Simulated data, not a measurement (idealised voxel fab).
Title: Process Module voxel plated lines
Pictured: cross-section cut, 215 nm wide, on a grid of 5 nm square cells.
Reading order for cross-sections: top band down to bottom band. Underlying form: a grid of square cells. Band size: one or more rows of cells. Each band's line starts with the height of the band's top and of its bottom, in nm. Then come its materials from left to right, each with its width in nm. One material with "full width" fills the band from edge to edge. "air" is empty space. Note: height 0 marks the level under which the wafer is uniformly one material as received. Lowest band unbounded below, written "0 -> down". The width entry "30 to 40" should be interpreted row by row: the top row of cells in the band takes the first number, the bottom row takes the second number, and the change between adjacent rows is uniform throughout. Given "changes: none" for a step, no cell of the cross-section differs between before and after that step. The entry titled "Fully sealed cavities" provides the empty spaces that have no open way to the top, restricted to those of 8 cells or more. Each is presented as width x height at distance, the distance being measured from the left edge, with all three in nm. On each step's line, the part that comes after the settings is the simulator's own comment on the step. "overlay nm" denotes, for a step that has a mask, the displacement of the mask to the right of its planned place, with negative values corresponding to the left.

LIST OF PLANNED PROCESS STEPS
1. RECEIVE [material Si]
2. CONFORMAL_DEP [material SiN] [thk nm 15]
3. DIRECTIONAL_DEP [material TiN] [thk nm 5]
4. PATTERN [tone open] [mask id LINES] [material resist] [width nm 25] [pitch nm 55] [thk nm 30] [overlay nm 0]
5. EPI [material Ru] [thk nm 5]
6. EPI [material Ru] [thk nm 5]
7. STRIP [etch materials resist]
8. DIRECTIONAL_ETCH [etch materials TiN] [depth nm 5]
9. CONFORMAL_DEP [material SiO2] [thk nm 5]

WAFER CROSS-SECTION ON RECEIPT, I.E. AFTER STEP 1
- 0 -> down = Si full width
- Fully sealed cavities: none

POST-MODULE CROSS-SECTION OF THE FIRST OF TWO WAFERS (RUN PER PLAN)
- 35 -> 30 = 35 air | 35 SiO2 | 20 air | 35 SiO2 | 20 air | 35 SiO2 | 35 air
- 30 -> 20 = 35 air | 5 SiO2 | 25 Ru | 5 SiO2 | 20 air | 5 SiO2 | 25 Ru | 5 SiO2 | 20 air | 5 SiO2 | 25 Ru | 5 SiO2 | 35 air
- 20 -> 15 = 40 SiO2 | 25 TiN | 30 SiO2 | 25 TiN | 30 SiO2 | 25 TiN | 40 SiO2
- 15 -> 0 = SiN full width
- 0 -> down = Si full width
- Fully sealed cavities: none

PRESENTED HERE IS A CROSS-SECTION OF THE SECOND OF THE TWO WAFERS AS IT STOOD AT THE END OF THE MODULE. IT WAS STARTED IN THE SAME MANNER AND ASSIGNED THE SAME PLAN AS THE FIRST WAFER; HOWEVER, ONE MISTAKE WAS MADE IN ITS EXECUTION
- 45 -> 30 = 25 air | 165 SiO2 | 25 air
- 30 -> 20 = 40 SiO2 | 25 Ru | 30 SiO2 | 25 Ru | 30 SiO2 | 25 Ru | 40 SiO2
- 20 -> 15 = 40 SiO2 | 25 TiN | 30 SiO2 | 25 TiN | 30 SiO2 | 25 TiN | 40 SiO2
- 15 -> 0 = SiN full width
- 0 -> down = Si full width
- Fully sealed cavities: none
Deviation from plan: step 9 was processed under conditions differing from the plan, specifically as CONFORMAL_DEP [material SiO2] [thk nm 15]
Upon completion, the second wafer contains, in terms of cells, a greater or smaller amount of certain materials than the first wafer: 122 more of SiO2
